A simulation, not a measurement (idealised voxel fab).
Name of the process module below: voxel transistor to metal
270 nm wide, 5 nm square cells: that's cross-section cut.
Cross-section, as written here: a square-cell grid given band by band from the top down, where a band holds one or more rows of cells. It is stipulated that each band's entry specify, in nanometres, the height of the top of the band and then that of its bottom, followed by the materials of the band in left-to-right sequence, each together with its width in nanometres. A single material marked by the word "full width" is understood to fill the band from edge to edge; the word "air" is understood to denote empty space. Counting heights begins at 0, where everything beneath is, in the wafer as received, one material. The lowest band has no bottom; it goes on downwards, as "0 -> down" shows. Width: "30->40" (first number = top row, second number = bottom row, same change from row to row of cells). "stayed the same" means the step left every cell of the cross-section as it was. The entry titled "Enclosed void list" provides the empty spaces that have no open way to the top, restricted to those of 8 cells or more. Each is presented as width x height at distance, the distance being measured from the left edge, with all three in nm. On a step's line, text after the settings is the simulator commenting on that step. The line of a step may include "overlay nm". On a step with a mask, this value is how far to the right of its planned place the mask lay. A negative value means the mask lay to the left. Pairs ahead. Before: cross-section ahead of one process step. After: cross-section once the step is done, shown to the lowest changed band only. Under each pair: that step, with settings. Caution: pairs may come from different runs of this module on the same starting wafer; a pair follows the pair above only where its "Before processing step" entry says so.

Before processing step:
> 90 -> 70 = 20 resist  15 air  55 resist  15 air  50 resist  15 air  55 resist  15 air  30 resist
> 70 -> 45 = 20 lowk  15 air  55 lowk  15 air  50 lowk  15 air  55 lowk  15 air  30 lowk
> 45 -> 40 = SiN full width
> 40 -> 30 = 25 SiO2  5 TiN  15 Ru  5 TiN  35 SiO2  5 TiN  15 Ru  5 TiN  50 SiO2  5 TiN  15 Ru  5 TiN  35 SiO2  5 TiN  15 Ru  5 TiN  25 SiO2
> 30 -> 20 = 25 SiO2  5 TiN  15 Ru  5 TiN  5 SiN  25 SiCN  5 SiN  5 TiN  15 Ru  5 TiN  50 SiO2  5 TiN  15 Ru  5 TiN  5 SiN  25 SiCN  5 SiN  5 TiN  15 Ru  5 TiN  25 SiO2
> 20 -> 15 = 25 SiO2  5 TiN  15 Ru  5 TiN  5 SiN  25 polySi  5 SiN  5 TiN  15 Ru  5 TiN  50 SiO2  5 TiN  15 Ru  5 TiN  5 SiN  25 polySi  5 SiN  5 TiN  15 Ru  5 TiN  25 SiO2
> 15 -> 10 = 25 SiO2  25 TiN  5 SiN  25 polySi  5 SiN  25 TiN  50 SiO2  25 TiN  5 SiN  25 polySi  5 SiN  25 TiN  25 SiO2
> 10 -> 0 = 10 SiO2  5 SiN  10 SiO2  10 TiN  15 pSi  5 SiN  25 polySi  5 SiN  15 pSi  10 TiN  10 SiO2  5 SiN  20 SiO2  5 SiN  10 SiO2  10 TiN  15 pSi  5 SiN  25 polySi  5 SiN  15 pSi  10 TiN  10 SiO2  5 SiN  10 SiO2
> 0 -> -5 = 15 SiO2  35 pSi  35 SiO2  35 pSi  30 SiO2  35 pSi  35 SiO2  35 pSi  15 SiO2
> -5 -> -15 = 20 SiO2  30 pSi  35 Si  30 pSi  40 SiO2  30 pSi  35 Si  30 pSi  20 SiO2
> -15 -> -30 = 20 SiO2  95 Si  40 SiO2  95 Si  20 SiO2
> -30 -> down = Si full width
> Enclosed void list: none

Post-Step Snapshot:
> 90 -> 70 = 20 resist  15 air  55 resist  15 air  50 resist  15 air  55 resist  15 air  30 resist
> 70 -> 45 = 20 lowk  15 air  55 lowk  15 air  50 lowk  15 air  55 lowk  15 air  30 lowk
> 45 -> 40 = 20 SiN  15 air  55 SiN  15 air  50 SiN  15 air  55 SiN  15 air  30 SiN
> Everything under 40 stays put, no change at all.
> Enclosed void list: none
The process step separating the two cross-sections depicted above is as follows: DIRECTIONAL_ETCH with etch materials SiN, depth nm 5

Before processing step: the cross-section after the pair above

Post-Step Snapshot:
> 70 -> 45 = 20 lowk  15 air  55 lowk  15 air  50 lowk  15 air  55 lowk  15 air  30 lowk
> Everything under 45 stays put, no change at all.
> Enclosed void list: none
The process step separating the two cross-sections depicted above is as follows: STRIP with etch materials resist

Before processing step: the cross-section after the pair above

Post-Step Snapshot:
> 75 -> 70 = 25 TiN  5 air  65 TiN  5 air  60 TiN  5 air  65 TiN  5 air  35 TiN
> 70 -> 45 = 20 lowk  5 TiN  5 air  5 TiN  55 lowk  5 TiN  5 air  5 TiN  50 lowk  5 TiN  5 air  5 TiN  55 lowk  5 TiN  5 air  5 TiN  30 lowk
> 45 -> 40 = 20 SiN  15 TiN  55 SiN  15 TiN  50 SiN  15 TiN  55 SiN  15 TiN  30 SiN
> Everything under 40 stays put, no change at all.
> Enclosed void list: none
The process step separating the two cross-sections depicted above is as follows: CONFORMAL_DEP with material TiN, thk nm 5

Before processing step: the cross-section after the pair above

Post-Step Snapshot:
> 80 -> 75 = Ru full width
> 75 -> 70 = 25 TiN  5 Ru  65 TiN  5 Ru  60 TiN  5 Ru  65 TiN  5 Ru  35 TiN
> 70 -> 45 = 20 lowk  5 TiN  5 Ru  5 TiN  55 lowk  5 TiN  5 Ru  5 TiN  50 lowk  5 TiN  5 Ru  5 TiN  55 lowk  5 TiN  5 Ru  5 TiN  30 lowk
> Everything under 45 stays put, no change at all.
> Enclosed void list: none
The process step separating the two cross-sections depicted above is as follows: FILL_DEP with material Ru, thk nm 5

Before processing step: the cross-section after the pair above

Post-Step Snapshot:
> 70 -> 45 = 20 lowk  5 TiN  5 Ru  5 TiN  55 lowk  5 TiN  5 Ru  5 TiN  50 lowk  5 TiN  5 Ru  5 TiN  55 lowk  5 TiN  5 Ru  5 TiN  30 lowk
> Everything under 45 stays put, no change at all.
> Enclosed void list: none
The process step separating the two cross-sections depicted above is as follows: CMP with height nm 70

Before processing step: the cross-section after the pair above

Post-Step Snapshot:
> 75 -> 70 = SiCN full width
> Everything under 70 stays put, no change at all.
> Enclosed void list: none
The process step separating the two cross-sections depicted above is as follows: CONFORMAL_DEP with material SiCN, thk nm 5

Before processing step:
> 45 -> 40 = SiN full width
> 40 -> 30 = 25 SiO2  5 TiN  15 Ru  5 TiN  35 SiO2  5 TiN  15 Ru  5 TiN  50 SiO2  5 TiN  15 Ru  5 TiN  35 SiO2  5 TiN  15 Ru  5 TiN  25 SiO2
> 30 -> 20 = 25 SiO2  5 TiN  15 Ru  5 TiN  5 SiN  25 SiCN  5 SiN  5 TiN  15 Ru  5 TiN  50 SiO2  5 TiN  15 Ru  5 TiN  5 SiN  25 SiCN  5 SiN  5 TiN  15 Ru  5 TiN  25 SiO2
> 20 -> 15 = 25 SiO2  5 TiN  15 Ru  5 TiN  5 SiN  25 polySi  5 SiN  5 TiN  15 Ru  5 TiN  50 SiO2  5 TiN  15 Ru  5 TiN  5 SiN  25 polySi  5 SiN  5 TiN  15 Ru  5 TiN  25 SiO2
> 15 -> 10 = 25 SiO2  25 TiN  5 SiN  25 polySi  5 SiN  25 TiN  50 SiO2  25 TiN  5 SiN  25 polySi  5 SiN  25 TiN  25 SiO2
> 10 -> 0 = 10 SiO2  5 SiN  10 SiO2  10 TiN  15 pSi  5 SiN  25 polySi  5 SiN  15 pSi  10 TiN  10 SiO2  5 SiN  20 SiO2  5 SiN  10 SiO2  10 TiN  15 pSi  5 SiN  25 polySi  5 SiN  15 pSi  10 TiN  10 SiO2  5 SiN  10 SiO2
> 0 -> -5 = 15 SiO2  35 pSi  35 SiO2  35 pSi  30 SiO2  35 pSi  35 SiO2  35 pSi  15 SiO2
> -5 -> -15 = 20 SiO2  30 pSi  35 Si  30 pSi  40 SiO2  30 pSi  35 Si  30 pSi  20 SiO2
> -15 -> -30 = 20 SiO2  95 Si  40 SiO2  95 Si  20 SiO2
> -30 -> down = Si full width
> Enclosed void list: none

Post-Step Snapshot:
> 70 -> 45 = polySi full width
> Everything under 45 stays put, no change at all.
> Enclosed void list: none
The process step separating the two cross-sections depicted above is as follows: DIRECTIONAL_DEP with material polySi, thk nm 25

Before processing step: the cross-section after the pair above

Post-Step Snapshot:
> 90 -> 70 = 25 resist  15 air  55 resist  15 air  50 resist  15 air  55 resist  15 air  25 resist
> Everything under 70 stays put, no change at all.
> Enclosed void list: none
The process step separating the two cross-sections depicted above is as follows: PATTERN with tone open, mask id METAL_1, material resist, width nm 15, thk nm 20, overlay nm 0

Before processing step: the cross-section after the pair above

Post-Step Snapshot:
> 70 -> 45 = polySi full width
> Everything under 45 stays put, no change at all.
> Enclosed void list: none
The process step separating the two cross-sections depicted above is as follows: STRIP with etch materials resist

Before processing step: the cross-section after the pair above

Post-Step Snapshot:
> 75 -> 70 = TiN full width
> Everything under 70 stays put, no change at all.
> Enclosed void list: none
The process step separating the two cross-sections depicted above is as follows: CONFORMAL_DEP with material TiN, thk nm 5

Before processing step: the cross-section after the pair above

Post-Step Snapshot:
> 80 -> 75 = Ru full width
> Everything under 75 stays put, no change at all.
> Enclosed void list: none
The process step separating the two cross-sections depicted above is as follows: FILL_DEP with material Ru, thk nm 5

Before processing step: the cross-section after the pair above

Post-Step Snapshot:
> 70 -> 45 = polySi full width
> Everything under 45 stays put, no change at all.
> Enclosed void list: none
The process step separating the two cross-sections depicted above is as follows: CMP with height nm 70

Before processing step: the cross-section after the pair above

Post-Step Snapshot:
> 75 -> 70 = SiCN full width
> Everything under 70 stays put, no change at all.
> Enclosed void list: none
The process step separating the two cross-sections depicted above is as follows: CONFORMAL_DEP with material SiCN, thk nm 5

Before processing step:
> 35 -> 20 = aC full width
> 20 -> 5 = SiN full width
> 5 -> 0 = SiO2 full width
> 0 -> down = Si full width
> Enclosed void list: none

Post-Step Snapshot:
> 65 -> 35 = 15 resist  105 air  30 resist  105 air  15 resist
> Everything under 35 stays put, no change at all.
> Enclosed void list: none
The process step separating the two cross-sections depicted above is as follows: PATTERN with tone open, mask id ACTIVE, material resist, width nm 105, pitch nm 135, thk nm 30, overlay nm 0

Before processing step: the cross-section after the pair above

Post-Step Snapshot:
> 50 -> 35 = 15 resist  105 air  30 resist  105 air  15 resist
> 35 -> 20 = 15 aC  105 air  30 aC  105 air  15 aC
> Everything under 20 stays put, no change at all.
> Enclosed void list: none
The process step separating the two cross-sections depicted above is as follows: DIRECTIONAL_ETCH with etch materials aC, depth nm 15

Before processing step: the cross-section after the pair above

Post-Step Snapshot:
> 35 -> 20 = 15 aC  105 air  30 aC  105 air  15 aC
> Everything under 20 stays put, no change at all.
> Enclosed void list: none
The process step separating the two cross-sections depicted above is as follows: STRIP with etch materials resist

Before processing step: the cross-section after the pair above

Post-Step Snapshot:
> 35 -> 20 = 15 aC  105 air  30 aC  105 air  15 aC
> 20 -> 5 = 15 SiN  105 air  30 SiN  105 air  15 SiN
> Everything under 5 stays put, no change at all.
> Enclosed void list: none
The process step separating the two cross-sections depicted above is as follows: DIRECTIONAL_ETCH with etch materials SiN, depth nm 15

Before processing step: the cross-section after the pair above

Post-Step Snapshot:
> 35 -> 20 = 15 aC  105 air  30 aC  105 air  15 aC
> 20 -> 5 = 15 SiN  105 air  30 SiN  105 air  15 SiN
> 5 -> 0 = 15 SiO2  105 air  30 SiO2  105 air  15 SiO2
> Everything under 0 stays put, no change at all.
> Enclosed void list: none
The process step separating the two cross-sections depicted above is as follows: DIRECTIONAL_ETCH with etch materials SiO2, depth nm 5

Before processing step: the cross-section after the pair above

Post-Step Snapshot:
> 35 -> 20 = 15 aC  105 air  30 aC  105 air  15 aC
> 20 -> 5 = 15 SiN  105 air  30 SiN  105 air  15 SiN
> 5 -> 0 = 15 SiO2  105 air  30 SiO2  105 air  15 SiO2
> 0 -> -25 = 15 Si  105 air  30 Si  105 air  15 Si
> Everything under -25 stays put, no change at all.
> Enclosed void list: none
The process step separating the two cross-sections depicted above is as follows: DIRECTIONAL_ETCH with etch materials Si, depth nm 25

Before processing step: the cross-section after the pair above

Post-Step Snapshot:
> 20 -> 5 = 15 SiN  105 air  30 SiN  105 air  15 SiN
> Everything under 5 stays put, no change at all.
> Enclosed void list: none
The process step separating the two cross-sections depicted above is as follows: STRIP with etch materials aC

Before processing step: the cross-section after the pair above

Post-Step Snapshot:
> 20 -> 5 = 15 SiN  105 air  30 SiN  105 air  15 SiN
> 5 -> 0 = 15 SiO2  105 air  30 SiO2  105 air  15 SiO2
> 0 -> -25 = 10 Si  5 SiO2  105 air  5 SiO2  20 Si  5 SiO2  105 air  5 SiO2  10 Si
> -25 -> -30 = 10 Si  115 SiO2  20 Si  115 SiO2  10 Si
> Everything under -30 stays put, no change at all.
> Enclosed void list: none
The process step separating the two cross-sections depicted above is as follows: OXIDIZE with depth nm 5

Before processing step: the cross-section after the pair above

Post-Step Snapshot:
> 25 -> 20 = SiO2 full width
> 20 -> 5 = 15 SiN  105 SiO2  30 SiN  105 SiO2  15 SiN
> 5 -> 0 = SiO2 full width
> 0 -> -30 = 10 Si  115 SiO2  20 Si  115 SiO2  10 Si
> Everything under -30 stays put, no change at all.
> Enclosed void list: none
The process step separating the two cross-sections depicted above is as follows: FILL_DEP with material SiO2, thk nm 5

Before processing step: the cross-section after the pair above

Post-Step Snapshot:
> 20 -> 5 = 15 SiN  105 SiO2  30 SiN  105 SiO2  15 SiN
> Everything under 5 stays put, no change at all.
> Enclosed void list: none
The process step separating the two cross-sections depicted above is as follows: CMP with height nm 20

Before processing step: the cross-section after the pair above

Post-Step Snapshot:
> 20 -> 15 = 15 SiN  105 air  30 SiN  105 air  15 SiN
> Everything under 15 stays put, no change at all.
> Enclosed void list: none
The process step separating the two cross-sections depicted above is as follows: SELECTIVE_ETCH with etch materials SiO2, depth nm 5

Before processing step: the cross-section after the pair above

Post-Step Snapshot:
> 15 -> 5 = 15 air  105 SiO2  30 air  105 SiO2  15 air
> Everything under 5 stays put, no change at all.
> Enclosed void list: none
The process step separating the two cross-sections depicted above is as follows: STRIP with etch materials SiN

Before processing step: the cross-section after the pair above

Post-Step Snapshot:
> 10 -> 0 = 20 air  95 SiO2  40 air  95 SiO2  20 air
> Everything under 0 stays put, no change at all.
> Enclosed void list: none
The process step separating the two cross-sections depicted above is as follows: SELECTIVE_ETCH with etch materials SiO2, depth nm 5

Before processing step: the cross-section after the pair above

Post-Step Snapshot:
> 10 -> 0 = 20 air  95 SiO2  40 air  95 SiO2  20 air
> 0 -> -5 = SiO2 full width
> Everything under -5 stays put, no change at all.
> Enclosed void list: none
The process step separating the two cross-sections depicted above is as follows: OXIDIZE with depth nm 5

Before processing step: the cross-section after the pair above

Post-Step Snapshot:
> 30 -> 20 = 20 air  95 polySi  40 air  95 polySi  20 air
> 20 -> 10 = polySi full width
> 10 -> 0 = 20 polySi  95 SiO2  40 polySi  95 SiO2  20 polySi
> Everything under 0 stays put, no change at all.
> Enclosed void list: none
The process step separating the two cross-sections depicted above is as follows: DIRECTIONAL_DEP with material polySi, thk nm 20

Before processing step: the cross-section after the pair above

Post-Step Snapshot:
> 40 -> 30 = 20 air  95 SiCN  40 air  95 SiCN  20 air
> 30 -> 20 = 20 SiCN  95 polySi  40 SiCN  95 polySi  20 SiCN
> Everything under 20 stays put, no change at all.
> Enclosed void list: none
The process step separating the two cross-sections depicted above is as follows: DIRECTIONAL_DEP with material SiCN, thk nm 10

Before processing step: the cross-section after the pair above

Post-Step Snapshot:
> 40 -> 30 = 55 air  25 SiCN  110 air  25 SiCN  55 air
> 30 -> 20 = 20 air  95 polySi  40 air  95 polySi  20 air
> Everything under 20 stays put, no change at all.
> Enclosed void list: none
The process step separating the two cross-sections depicted above is as follows: MASKED_ETCH with tone cover, mask id GATE, width nm 25, pitch nm 135, etch materials SiCN, depth nm 20, overlay nm 0

Before processing step: the cross-section after the pair above

Post-Step Snapshot:
> 40 -> 30 = 55 air  25 SiCN  110 air  25 SiCN  55 air
> 30 -> 10 = 55 air  25 polySi  110 air  25 polySi  55 air
> 10 -> 0 = 20 air  95 SiO2  40 air  95 SiO2  20 air
> Everything under 0 stays put, no change at all.
> Enclosed void list: none
The process step separating the two cross-sections depicted above is as follows: MASKED_ETCH with tone cover, mask id GATE, width nm 25, pitch nm 135, etch materials polySi, depth nm 30, overlay nm 0

Before processing step: the cross-section after the pair above

Post-Step Snapshot:
> 45 -> 40 = 50 air  35 SiN  100 air  35 SiN  50 air
> 40 -> 30 = 50 air  5 SiN  25 SiCN  5 SiN  100 air  5 SiN  25 SiCN  5 SiN  50 air
> 30 -> 15 = 50 air  5 SiN  25 polySi  5 SiN  100 air  5 SiN  25 polySi  5 SiN  50 air
> 15 -> 10 = 15 air  40 SiN  25 polySi  40 SiN  30 air  40 SiN  25 polySi  40 SiN  15 air
> 10 -> 5 = 15 air  5 SiN  95 SiO2  5 SiN  30 air  5 SiN  95 SiO2  5 SiN  15 air
> 5 -> 0 = 20 SiN  95 SiO2  40 SiN  95 SiO2  20 SiN
> Everything under 0 stays put, no change at all.
> Enclosed void list: none
The process step separating the two cross-sections depicted above is as follows: CONFORMAL_DEP with material SiN, thk nm 5

Before processing step: the cross-section after the pair above

Post-Step Snapshot:
> 40 -> 30 = 50 air  5 SiN  25 SiCN  5 SiN  100 air  5 SiN  25 SiCN  5 SiN  50 air
> 30 -> 10 = 50 air  5 SiN  25 polySi  5 SiN  100 air  5 SiN  25 polySi  5 SiN  50 air
> 10 -> 0 = 15 air  5 SiN  95 SiO2  5 SiN  30 air  5 SiN  95 SiO2  5 SiN  15 air
> Everything under 0 stays put, no change at all.
> Enclosed void list: none
The process step separating the two cross-sections depicted above is as follows: DIRECTIONAL_ETCH with etch materials SiN, depth nm 5

Before processing step: the cross-section after the pair above

Post-Step Snapshot:
> 40 -> 30 = 50 air  5 SiN  25 SiCN  5 SiN  100 air  5 SiN  25 SiCN  5 SiN  50 air
> 30 -> 10 = 50 air  5 SiN  25 polySi  5 SiN  100 air  5 SiN  25 polySi  5 SiN  50 air
> 10 -> 5 = 15 air  5 SiN  30 air  35 SiO2  30 air  5 SiN  30 air  5 SiN  30 air  35 SiO2  30 air  5 SiN  15 air
> 5 -> 0 = 15 air  5 SiN  95 SiO2  5 SiN  30 air  5 SiN  95 SiO2  5 SiN  15 air
> 0 -> -5 = 15 air  105 SiO2  30 air  105 SiO2  15 air
> Everything under -5 stays put, no change at all.
> Enclosed void list: none
The process step separating the two cross-sections depicted above is as follows: DIRECTIONAL_ETCH with etch materials SiO2, depth nm 5

Before processing step: the cross-section after the pair above

Post-Step Snapshot:
> 40 -> 30 = 50 air  5 SiN  25 SiCN  5 SiN  100 air  5 SiN  25 SiCN  5 SiN  50 air
> 30 -> 10 = 50 air  5 SiN  25 polySi  5 SiN  100 air  5 SiN  25 polySi  5 SiN  50 air
> 10 -> 5 = 15 air  5 SiN  30 air  35 SiO2  30 air  5 SiN  30 air  5 SiN  30 air  35 SiO2  30 air  5 SiN  15 air
> 5 -> 0 = 15 air  5 SiN  95 SiO2  5 SiN  30 air  5 SiN  95 SiO2  5 SiN  15 air
> 0 -> -5 = 15 air  105 SiO2  30 air  105 SiO2  15 air
> -5 -> -15 = 10 air  115 SiO2  20 air  115 SiO2  10 air
> Everything under -15 stays put, no change at all.
> Enclosed void list: none
The process step separating the two cross-sections depicted above is as follows: DIRECTIONAL_ETCH with etch materials Si, depth nm 10

Before processing step: the cross-section after the pair above

Post-Step Snapshot:
> 40 -> 30 = 50 air  5 SiN  25 SiCN  5 SiN  100 air  5 SiN  25 SiCN  5 SiN  50 air
> 30 -> 10 = 50 air  5 SiN  25 polySi  5 SiN  100 air  5 SiN  25 polySi  5 SiN  50 air
> 10 -> 5 = 15 air  5 SiN  30 air  35 SiO2  30 air  5 SiN  30 air  5 SiN  30 air  35 SiO2  30 air  5 SiN  15 air
> 5 -> 0 = 15 air  5 SiN  95 SiO2  5 SiN  30 air  5 SiN  95 SiO2  5 SiN  15 air
> 0 -> -5 = 15 pSi  105 SiO2  30 pSi  105 SiO2  15 pSi
> -5 -> -15 = 10 pSi  115 SiO2  20 pSi  115 SiO2  10 pSi
> Everything under -15 stays put, no change at all.
> Enclosed void list: none
The process step separating the two cross-sections depicted above is as follows: EPI with material pSi, thk nm 15

Before processing step: the cross-section after the pair above

Post-Step Snapshot:
> 50 -> 40 = SiO2 full width
> 40 -> 30 = 50 SiO2  5 SiN  25 SiCN  5 SiN  100 SiO2  5 SiN  25 SiCN  5 SiN  50 SiO2
> 30 -> 10 = 50 SiO2  5 SiN  25 polySi  5 SiN  100 SiO2  5 SiN  25 polySi  5 SiN  50 SiO2
> 10 -> 0 = 15 SiO2  5 SiN  95 SiO2  5 SiN  30 SiO2  5 SiN  95 SiO2  5 SiN  15 SiO2
> Everything under 0 stays put, no change at all.
> Enclosed void list: none
The process step separating the two cross-sections depicted above is as follows: FILL_DEP with material SiO2, thk nm 10

Before processing step: the cross-section after the pair above

Post-Step Snapshot:
> 30 -> 10 = 50 SiO2  5 SiN  25 polySi  5 SiN  100 SiO2  5 SiN  25 polySi  5 SiN  50 SiO2
> Everything under 10 stays put, no change at all.
> Enclosed void list: none
The process step separating the two cross-sections depicted above is as follows: CMP with height nm 30

Before processing step: the cross-section after the pair above

Post-Step Snapshot:
> 40 -> 30 = SiO2 full width
> Everything under 30 stays put, no change at all.
> Enclosed void list: none
The process step separating the two cross-sections depicted above is as follows: DIRECTIONAL_DEP with material SiO2, thk nm 10

Before processing step: the cross-section after the pair above

Post-Step Snapshot:
> 60 -> 40 = 25 resist  25 air  35 resist  25 air  50 resist  25 air  35 resist  25 air  25 resist
> Everything under 40 stays put, no change at all.
> Enclosed void list: none
The process step separating the two cross-sections depicted above is as follows: PATTERN with tone open, mask id CONTACT, material resist, width nm 25, thk nm 20, overlay nm 0

Before processing step: the cross-section after the pair above

Post-Step Snapshot:
> 60 -> 40 = 25 resist  25 air  35 resist  25 air  50 resist  25 air  35 resist  25 air  25 resist
> 40 -> 30 = 25 SiO2  25 air  35 SiO2  25 air  50 SiO2  25 air  35 SiO2  25 air  25 SiO2
> 30 -> 10 = 25 SiO2  25 air  5 SiN  25 polySi  5 SiN  25 air  50 SiO2  25 air  5 SiN  25 polySi  5 SiN  25 air  25 SiO2
> 10 -> 0 = 15 SiO2  5 SiN  5 SiO2  25 air  35 SiO2  25 air  5 SiO2  5 SiN  30 SiO2  5 SiN  5 SiO2  25 air  35 SiO2  25 air  5 SiO2  5 SiN  15 SiO2
> Everything under 0 stays put, no change at all.
> Enclosed void list: none
The process step separating the two cross-sections depicted above is as follows: DIRECTIONAL_ETCH with etch materials SiO2, depth nm 40

Before processing step: the cross-section after the pair above

Post-Step Snapshot:
> 40 -> 30 = 25 SiO2  25 air  35 SiO2  25 air  50 SiO2  25 air  35 SiO2  25 air  25 SiO2
> Everything under 30 stays put, no change at all.
> Enclosed void list: none
The process step separating the two cross-sections depicted above is as follows: STRIP with etch materials resist

Before processing step: the cross-section after the pair above

Post-Step Snapshot:
> 45 -> 40 = 30 TiN  15 air  45 TiN  15 air  60 TiN  15 air  45 TiN  15 air  30 TiN
> 40 -> 30 = 25 SiO2  5 TiN  15 air  5 TiN  35 SiO2  5 TiN  15 air  5 TiN  50 SiO2  5 TiN  15 air  5 TiN  35 SiO2  5 TiN  15 air  5 TiN  25 SiO2
> 30 -> 10 = 25 SiO2  5 TiN  15 air  5 TiN  5 SiN  25 polySi  5 SiN  5 TiN  15 air  5 TiN  50 SiO2  5 TiN  15 air  5 TiN  5 SiN  25 polySi  5 SiN  5 TiN  15 air  5 TiN  25 SiO2
> 10 -> 5 = 15 SiO2  5 SiN  5 SiO2  5 TiN  15 air  5 TiN  35 SiO2  5 TiN  15 air  5 TiN  5 SiO2  5 SiN  30 SiO2  5 SiN  5 SiO2  5 TiN  15 air  5 TiN  35 SiO2  5 TiN  15 air  5 TiN  5 SiO2  5 SiN  15 SiO2
> 5 -> 0 = 15 SiO2  5 SiN  5 SiO2  25 TiN  35 SiO2  25 TiN  5 SiO2  5 SiN  30 SiO2  5 SiN  5 SiO2  25 TiN  35 SiO2  25 TiN  5 SiO2  5 SiN  15 SiO2
> Everything under 0 stays put, no change at all.
> Enclosed void list: none
The process step separating the two cross-sections depicted above is as follows: CONFORMAL_DEP with material TiN, thk nm 5

Before processing step: the cross-section after the pair above

Post-Step Snapshot:
> 50 -> 45 = Ru full width
> 45 -> 40 = 30 TiN  15 Ru  45 TiN  15 Ru  60 TiN  15 Ru  45 TiN  15 Ru  30 TiN
> 40 -> 30 = 25 SiO2  5 TiN  15 Ru  5 TiN  35 SiO2  5 TiN  15 Ru  5 TiN  50 SiO2  5 TiN  15 Ru  5 TiN  35 SiO2  5 TiN  15 Ru  5 TiN  25 SiO2
> 30 -> 10 = 25 SiO2  5 TiN  15 Ru  5 TiN  5 SiN  25 polySi  5 SiN  5 TiN  15 Ru  5 TiN  50 SiO2  5 TiN  15 Ru  5 TiN  5 SiN  25 polySi  5 SiN  5 TiN  15 Ru  5 TiN  25 SiO2
> 10 -> 5 = 15 SiO2  5 SiN  5 SiO2  5 TiN  15 Ru  5 TiN  35 SiO2  5 TiN  15 Ru  5 TiN  5 SiO2  5 SiN  30 SiO2  5 SiN  5 SiO2  5 TiN  15 Ru  5 TiN  35 SiO2  5 TiN  15 Ru  5 TiN  5 SiO2  5 SiN  15 SiO2
> Everything under 5 stays put, no change at all.
> Enclosed void list: none
The process step separating the two cross-sections depicted above is as follows: FILL_DEP with material Ru, thk nm 5

Before processing step: the cross-section after the pair above

Post-Step Snapshot:
> 40 -> 30 = 25 SiO2  5 TiN  15 Ru  5 TiN  35 SiO2  5 TiN  15 Ru  5 TiN  50 SiO2  5 TiN  15 Ru  5 TiN  35 SiO2  5 TiN  15 Ru  5 TiN  25 SiO2
> Everything under 30 stays put, no change at all.
> Enclosed void list: none
The process step separating the two cross-sections depicted above is as follows: CMP with height nm 40

Before processing step: the cross-section after the pair above

Post-Step Snapshot:
> 45 -> 40 = SiN full width
> Everything under 40 stays put, no change at all.
> Enclosed void list: none
The process step separating the two cross-sections depicted above is as follows: CONFORMAL_DEP with material SiN, thk nm 5

Before processing step: the cross-section after the pair above

Post-Step Snapshot:
> 70 -> 45 = lowk full width
> Everything under 45 stays put, no change at all.
> Enclosed void list: none
The process step separating the two cross-sections depicted above is as follows: DIRECTIONAL_DEP with material lowk, thk nm 25

Before processing step: the cross-section after the pair above

Post-Step Snapshot:
> 90 -> 70 = 25 resist  15 air  55 resist  15 air  50 resist  15 air  55 resist  15 air  25 resist
> Everything under 70 stays put, no change at all.
> Enclosed void list: none
The process step separating the two cross-sections depicted above is as follows: PATTERN with tone open, mask id METAL_1, material resist, width nm 15, thk nm 20, overlay nm 0

Before processing step: the cross-section after the pair above

Post-Step Snapshot:
> 90 -> 70 = 25 resist  15 air  55 resist  15 air  50 resist  15 air  55 resist  15 air  25 resist
> 70 -> 45 = 25 lowk  15 air  55 lowk  15 air  50 lowk  15 air  55 lowk  15 air  25 lowk
> Everything under 45 stays put, no change at all.
> Enclosed void list: none
The process step separating the two cross-sections depicted above is as follows: DIRECTIONAL_ETCH with etch materials lowk, depth nm 25

Before processing step: the cross-section after the pair above

Post-Step Snapshot:
> 90 -> 70 = 25 resist  15 air  55 resist  15 air  50 resist  15 air  55 resist  15 air  25 resist
> 70 -> 45 = 25 lowk  15 air  55 lowk  15 air  50 lowk  15 air  55 lowk  15 air  25 lowk
> 45 -> 40 = 25 SiN  15 air  55 SiN  15 air  50 SiN  15 air  55 SiN  15 air  25 SiN
> Everything under 40 stays put, no change at all.
> Enclosed void list: none
The process step separating the two cross-sections depicted above is as follows: DIRECTIONAL_ETCH with etch materials SiN, depth nm 5

Before processing step: the cross-section after the pair above

Post-Step Snapshot:
> 70 -> 45 = 25 lowk  15 air  55 lowk  15 air  50 lowk  15 air  55 lowk  15 air  25 lowk
> Everything under 45 stays put, no change at all.
> Enclosed void list: none
The process step separating the two cross-sections depicted above is as follows: STRIP with etch materials resist

Before processing step: the cross-section after the pair above

Post-Step Snapshot:
> 75 -> 70 = 30 TiN  5 air  65 TiN  5 air  60 TiN  5 air  65 TiN  5 air  30 TiN
> 70 -> 45 = 25 lowk  5 TiN  5 air  5 TiN  55 lowk  5 TiN  5 air  5 TiN  50 lowk  5 TiN  5 air  5 TiN  55 lowk  5 TiN  5 air  5 TiN  25 lowk
> 45 -> 40 = 25 SiN  15 TiN  55 SiN  15 TiN  50 SiN  15 TiN  55 SiN  15 TiN  25 SiN
> Everything under 40 stays put, no change at all.
> Enclosed void list: none
The process step separating the two cross-sections depicted above is as follows: CONFORMAL_DEP with material TiN, thk nm 5

Before processing step: the cross-section after the pair above

Post-Step Snapshot:
> 80 -> 75 = Ru full width
> 75 -> 70 = 30 TiN  5 Ru  65 TiN  5 Ru  60 TiN  5 Ru  65 TiN  5 Ru  30 TiN
> 70 -> 45 = 25 lowk  5 TiN  5 Ru  5 TiN  55 lowk  5 TiN  5 Ru  5 TiN  50 lowk  5 TiN  5 Ru  5 TiN  55 lowk  5 TiN  5 Ru  5 TiN  25 lowk
> Everything under 45 stays put, no change at all.
> Enclosed void list: none
The process step separating the two cross-sections depicted above is as follows: FILL_DEP with material Ru, thk nm 5

Before processing step: the cross-section after the pair above

Post-Step Snapshot:
> 70 -> 45 = 25 lowk  5 TiN  5 Ru  5 TiN  55 lowk  5 TiN  5 Ru  5 TiN  50 lowk  5 TiN  5 Ru  5 TiN  55 lowk  5 TiN  5 Ru  5 TiN  25 lowk
> Everything under 45 stays put, no change at all.
> Enclosed void list: none
The process step separating the two cross-sections depicted above is as follows: CMP with height nm 70

Before processing step: the cross-section after the pair above

Post-Step Snapshot:
> 75 -> 70 = SiCN full width
> Everything under 70 stays put, no change at all.
> Enclosed void list: none
The process step separating the two cross-sections depicted above is as follows: CONFORMAL_DEP with material SiCN, thk nm 5
